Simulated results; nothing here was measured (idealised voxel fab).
This is a process module. Its name is voxel self aligned contacts.
Cross-sectional view cut (width: 265 nm; square cell size: 5 nm).
Cross-section layout: square cells on a grid; listed as bands, top to bottom; a band spans one or more cell rows.
Band entry format. Leading values: height of top, height of bottom, nm. Remainder: materials in left-to-right order, each with its width in nm. Special words: "all across" on a single material, which then fills the band edge to edge; "empty", empty space.
Height 0 is the level under which the wafer as received is all one material. The lowest band goes on downwards, as in "0 nm and below".
With a width like "30->40", each row of cells in the band differs from the next by the same amount, the top row carrying the first number and the bottom row the second.
Where the words "remains unaltered" appear for a step, the cross-section shows no cell changed by that step; every cell remained as before.
Voids not open to the top, 8 cells minimum: see "Voids, enclosed". Written width x height at distance; distance is from the left edge; nm.
On each step's line, the part that comes after the settings is the simulator's own comment on the step.
When a step includes a mask, the "overlay nm" setting on its line states how far to the right of its planned place that mask lay, and negative values state how far to the left.
Process steps (planned):
1) RECEIVE,material Si
2) CONFORMAL_DEP,material SiO2,thk nm 5
3) DIRECTIONAL_DEP,material polySi,thk nm 30
4) DIRECTIONAL_DEP,material SiN,thk nm 15
5) DIRECTIONAL_DEP,material aC,thk nm 15
6) PATTERN,tone cover,mask id GATE,material resist,width nm 25,pitch nm 50,thk nm 30,overlay nm 0
7) DIRECTIONAL_ETCH,etch materials aC,depth nm 15
8) STRIP,etch materials resist
9) DIRECTIONAL_ETCH,etch materials SiN,depth nm 15
10) DIRECTIONAL_ETCH,etch materials polySi,depth nm 30
11) STRIP,etch materials aC
12) CONFORMAL_DEP,material SiN,thk nm 5
13) DIRECTIONAL_ETCH,etch materials SiN,depth nm 5
14) FILL_DEP,material SiO2,thk nm 15
15) CMP,height nm 55
16) DIRECTIONAL_DEP,material aC,thk nm 10
17) PATTERN,tone open,mask id CONTACT,material resist,width nm 35,thk nm 30,overlay nm 0
18) DIRECTIONAL_ETCH,etch materials aC,depth nm 10
19) STRIP,etch materials resist
20) DIRECTIONAL_ETCH,etch materials SiO2,depth nm 55
21) STRIP,etch materials aC
22) CONFORMAL_DEP,material TiN,thk nm 5
23) FILL_DEP,material W,thk nm 5
24) CMP,height nm 55
25) CONFORMAL_DEP,material SiN,thk nm 5
The first wafer of two, processed as planned:
Incoming wafer, cross-sectional view, post step 1:
    0 nm and below = Si all across
    Voids, enclosed: none
Step 2 complete: cross-section through the wafer:
    5 nm to 0 nm = SiO2 all across
    All layers under 0 are left as they were.
Step 3 complete: cross-section through the wafer:
    35 nm to 5 nm = polySi all across
    All layers under 5 are left as they were.
Step 4 complete: cross-section through the wafer:
    50 nm to 35 nm = SiN all across
    All layers under 35 are left as they were.
Step 5 complete: cross-section through the wafer:
    65 nm to 50 nm = aC all across
    All layers under 50 are left as they were.
Step 6 complete: cross-section through the wafer:
    95 nm to 65 nm = 95 nm empty; 25 nm resist; 25 nm empty; 25 nm resist; 95 nm empty
    All layers under 65 are left as they were.
Step 7 complete: cross-section through the wafer:
    80 nm to 65 nm = 95 nm empty; 25 nm resist; 25 nm empty; 25 nm resist; 95 nm empty
    65 nm to 50 nm = 95 nm empty; 25 nm aC; 25 nm empty; 25 nm aC; 95 nm empty
    All layers under 50 are left as they were.
Step 8 complete: cross-section through the wafer:
    65 nm to 50 nm = 95 nm empty; 25 nm aC; 25 nm empty; 25 nm aC; 95 nm empty
    All layers under 50 are left as they were.
Step 9 complete: cross-section through the wafer:
    65 nm to 50 nm = 95 nm empty; 25 nm aC; 25 nm empty; 25 nm aC; 95 nm empty
    50 nm to 35 nm = 95 nm empty; 25 nm SiN; 25 nm empty; 25 nm SiN; 95 nm empty
    All layers under 35 are left as they were.
Step 10 complete: cross-section through the wafer:
    65 nm to 50 nm = 95 nm empty; 25 nm aC; 25 nm empty; 25 nm aC; 95 nm empty
    50 nm to 35 nm = 95 nm empty; 25 nm SiN; 25 nm empty; 25 nm SiN; 95 nm empty
    35 nm to 5 nm = 95 nm empty; 25 nm polySi; 25 nm empty; 25 nm polySi; 95 nm empty
    All layers under 5 are left as they were.
Step 11 complete: cross-section through the wafer:
    50 nm to 35 nm = 95 nm empty; 25 nm SiN; 25 nm empty; 25 nm SiN; 95 nm empty
    All layers under 35 are left as they were.
Step 12 complete: cross-section through the wafer:
    55 nm to 35 nm = 90 nm empty; 35 nm SiN; 15 nm empty; 35 nm SiN; 90 nm empty
    35 nm to 10 nm = 90 nm empty; 5 nm SiN; 25 nm polySi; 5 nm SiN; 15 nm empty; 5 nm SiN; 25 nm polySi; 5 nm SiN; 90 nm empty
    10 nm to 5 nm = 95 nm SiN; 25 nm polySi; 25 nm SiN; 25 nm polySi; 95 nm SiN
    All layers under 5 are left as they were.
Step 13 complete: cross-section through the wafer:
    50 nm to 35 nm = 90 nm empty; 35 nm SiN; 15 nm empty; 35 nm SiN; 90 nm empty
    35 nm to 5 nm = 90 nm empty; 5 nm SiN; 25 nm polySi; 5 nm SiN; 15 nm empty; 5 nm SiN; 25 nm polySi; 5 nm SiN; 90 nm empty
    All layers under 5 are left as they were.
Step 14 complete: cross-section through the wafer:
    65 nm to 50 nm = SiO2 all across
    50 nm to 35 nm = 90 nm SiO2; 35 nm SiN; 15 nm SiO2; 35 nm SiN; 90 nm SiO2
    35 nm to 5 nm = 90 nm SiO2; 5 nm SiN; 25 nm polySi; 5 nm SiN; 15 nm SiO2; 5 nm SiN; 25 nm polySi; 5 nm SiN; 90 nm SiO2
    All layers under 5 are left as they were.
Step 15 complete: cross-section through the wafer:
    55 nm to 50 nm = SiO2 all across
    All layers under 50 are left as they were.
Step 16 complete: cross-section through the wafer:
    65 nm to 55 nm = aC all across
    All layers under 55 are left as they were.
Step 17 complete: cross-section through the wafer:
    95 nm to 65 nm = 115 nm resist; 35 nm empty; 115 nm resist
    All layers under 65 are left as they were.
Step 18 complete: cross-section through the wafer:
    85 nm to 65 nm = 115 nm resist; 35 nm empty; 115 nm resist
    65 nm to 55 nm = 115 nm aC; 35 nm empty; 115 nm aC
    All layers under 55 are left as they were.
Step 19 complete: cross-section through the wafer:
    65 nm to 55 nm = 115 nm aC; 35 nm empty; 115 nm aC
    All layers under 55 are left as they were.
Step 20 complete: cross-section through the wafer:
    65 nm to 55 nm = 115 nm aC; 35 nm empty; 115 nm aC
    55 nm to 50 nm = 115 nm SiO2; 35 nm empty; 115 nm SiO2
    50 nm to 35 nm = 90 nm SiO2; 35 nm SiN; 15 nm empty; 35 nm SiN; 90 nm SiO2
    35 nm to 5 nm = 90 nm SiO2; 5 nm SiN; 25 nm polySi; 5 nm SiN; 15 nm empty; 5 nm SiN; 25 nm polySi; 5 nm SiN; 90 nm SiO2
    5 nm to 0 nm = 125 nm SiO2; 15 nm empty; 125 nm SiO2
    All layers under 0 are left as they were.
Step 21 complete: cross-section through the wafer:
    55 nm to 50 nm = 115 nm SiO2; 35 nm empty; 115 nm SiO2
    All layers under 50 are left as they were.
Step 22 complete: cross-section through the wafer:
    60 nm to 55 nm = 120 nm TiN; 25 nm empty; 120 nm TiN
    55 nm to 50 nm = 115 nm SiO2; 15 nm TiN; 5 nm empty; 15 nm TiN; 115 nm SiO2
    50 nm to 35 nm = 90 nm SiO2; 35 nm SiN; 5 nm TiN; 5 nm empty; 5 nm TiN; 35 nm SiN; 90 nm SiO2
    35 nm to 5 nm = 90 nm SiO2; 5 nm SiN; 25 nm polySi; 5 nm SiN; 5 nm TiN; 5 nm empty; 5 nm TiN; 5 nm SiN; 25 nm polySi; 5 nm SiN; 90 nm SiO2
    5 nm to 0 nm = 125 nm SiO2; 15 nm TiN; 125 nm SiO2
    All layers under 0 are left as they were.
Step 23 complete: cross-section through the wafer:
    65 nm to 60 nm = W all across
    60 nm to 55 nm = 120 nm TiN; 25 nm W; 120 nm TiN
    55 nm to 50 nm = 115 nm SiO2; 15 nm TiN; 5 nm W; 15 nm TiN; 115 nm SiO2
    50 nm to 35 nm = 90 nm SiO2; 35 nm SiN; 5 nm TiN; 5 nm W; 5 nm TiN; 35 nm SiN; 90 nm SiO2
    35 nm to 5 nm = 90 nm SiO2; 5 nm SiN; 25 nm polySi; 5 nm SiN; 5 nm TiN; 5 nm W; 5 nm TiN; 5 nm SiN; 25 nm polySi; 5 nm SiN; 90 nm SiO2
    All layers under 5 are left as they were.
Step 24 complete: cross-section through the wafer:
    55 nm to 50 nm = 115 nm SiO2; 15 nm TiN; 5 nm W; 15 nm TiN; 115 nm SiO2
    All layers under 50 are left as they were.
Step 25 complete: cross-section through the wafer:
    60 nm to 55 nm = SiN all across
    All layers under 55 are left as they were.
Second of two: same start, same plan, one run error; steps up to and including 3 match the first:
X-section, second wafer, when step 4 was due to finish:
    60 nm to 35 nm = SiN all across
    All layers under 35 are left as they were.
X-section, second wafer, when step 5 was due to finish:
    75 nm to 60 nm = aC all across
    All layers under 60 are left as they were.
X-section, second wafer, when step 6 was due to finish:
    105 nm to 75 nm = 95 nm empty; 25 nm resist; 25 nm empty; 25 nm resist; 95 nm empty
    All layers under 75 are left as they were.
X-section, second wafer, when step 7 was due to finish:
    90 nm to 75 nm = 95 nm empty; 25 nm resist; 25 nm empty; 25 nm resist; 95 nm empty
    75 nm to 60 nm = 95 nm empty; 25 nm aC; 25 nm empty; 25 nm aC; 95 nm empty
    All layers under 60 are left as they were.
X-section, second wafer, when step 8 was due to finish:
    75 nm to 60 nm = 95 nm empty; 25 nm aC; 25 nm empty; 25 nm aC; 95 nm empty
    All layers under 60 are left as they were.
X-section, second wafer, when step 9 was due to finish:
    75 nm to 60 nm = 95 nm empty; 25 nm aC; 25 nm empty; 25 nm aC; 95 nm empty
    60 nm to 45 nm = 95 nm empty; 25 nm SiN; 25 nm empty; 25 nm SiN; 95 nm empty
    All layers under 45 are left as they were.
X-section, second wafer, when step 10 was due to finish: remains unaltered
X-section, second wafer, when step 11 was due to finish:
    60 nm to 45 nm = 95 nm empty; 25 nm SiN; 25 nm empty; 25 nm SiN; 95 nm empty
    All layers under 45 are left as they were.
X-section, second wafer, when step 12 was due to finish:
    65 nm to 50 nm = 90 nm empty; 35 nm SiN; 15 nm empty; 35 nm SiN; 90 nm empty
    50 nm to 35 nm = SiN all across
    All layers under 35 are left as they were.
X-section, second wafer, when step 13 was due to finish:
    60 nm to 45 nm = 90 nm empty; 35 nm SiN; 15 nm empty; 35 nm SiN; 90 nm empty
    All layers under 45 are left as they were.
X-section, second wafer, when step 14 was due to finish:
    75 nm to 60 nm = SiO2 all across
    60 nm to 45 nm = 90 nm SiO2; 35 nm SiN; 15 nm SiO2; 35 nm SiN; 90 nm SiO2
    All layers under 45 are left as they were.
X-section, second wafer, when step 15 was due to finish:
    55 nm to 45 nm = 90 nm SiO2; 35 nm SiN; 15 nm SiO2; 35 nm SiN; 90 nm SiO2
    All layers under 45 are left as they were.
X-section, second wafer, when step 16 was due to finish:
    65 nm to 55 nm = aC all across
    All layers under 55 are left as they were.
X-section, second wafer, when step 17 was due to finish:
    95 nm to 65 nm = 115 nm resist; 35 nm empty; 115 nm resist
    All layers under 65 are left as they were.
X-section, second wafer, when step 18 was due to finish:
    85 nm to 65 nm = 115 nm resist; 35 nm empty; 115 nm resist
    65 nm to 55 nm = 115 nm aC; 35 nm empty; 115 nm aC
    All layers under 55 are left as they were.
X-section, second wafer, when step 19 was due to finish:
    65 nm to 55 nm = 115 nm aC; 35 nm empty; 115 nm aC
    All layers under 55 are left as they were.
X-section, second wafer, when step 20 was due to finish:
    65 nm to 55 nm = 115 nm aC; 35 nm empty; 115 nm aC
    55 nm to 45 nm = 90 nm SiO2; 35 nm SiN; 15 nm empty; 35 nm SiN; 90 nm SiO2
    All layers under 45 are left as they were.
X-section, second wafer, when step 21 was due to finish:
    55 nm to 45 nm = 90 nm SiO2; 35 nm SiN; 15 nm empty; 35 nm SiN; 90 nm SiO2
    All layers under 45 are left as they were.
X-section, second wafer, when step 22 was due to finish:
    60 nm to 55 nm = 130 nm TiN; 5 nm empty; 130 nm TiN
    55 nm to 50 nm = 90 nm SiO2; 35 nm SiN; 5 nm TiN; 5 nm empty; 5 nm TiN; 35 nm SiN; 90 nm SiO2
    50 nm to 45 nm = 90 nm SiO2; 35 nm SiN; 15 nm TiN; 35 nm SiN; 90 nm SiO2
    All layers under 45 are left as they were.
X-section, second wafer, when step 23 was due to finish:
    65 nm to 60 nm = W all across
    60 nm to 55 nm = 130 nm TiN; 5 nm W; 130 nm TiN
    55 nm to 50 nm = 90 nm SiO2; 35 nm SiN; 5 nm TiN; 5 nm W; 5 nm TiN; 35 nm SiN; 90 nm SiO2
    All layers under 50 are left as they were.
X-section, second wafer, when step 24 was due to finish:
    55 nm to 50 nm = 90 nm SiO2; 35 nm SiN; 5 nm TiN; 5 nm W; 5 nm TiN; 35 nm SiN; 90 nm SiO2
    All layers under 50 are left as they were.
X-section, second wafer, when step 25 was due to finish:
    60 nm to 55 nm = SiN all across
    All layers under 55 are left as they were.
Where did the run depart from the plan? step 4 deviated from plan and actually ran as DIRECTIONAL_DEP,material SiN,thk nm 25
Per the end-of-run cell counts, the second wafer holds more or fewer of some materials than the first: +68 SiN | -295 SiO2 | -22 TiN | -9 W | +258 polySi
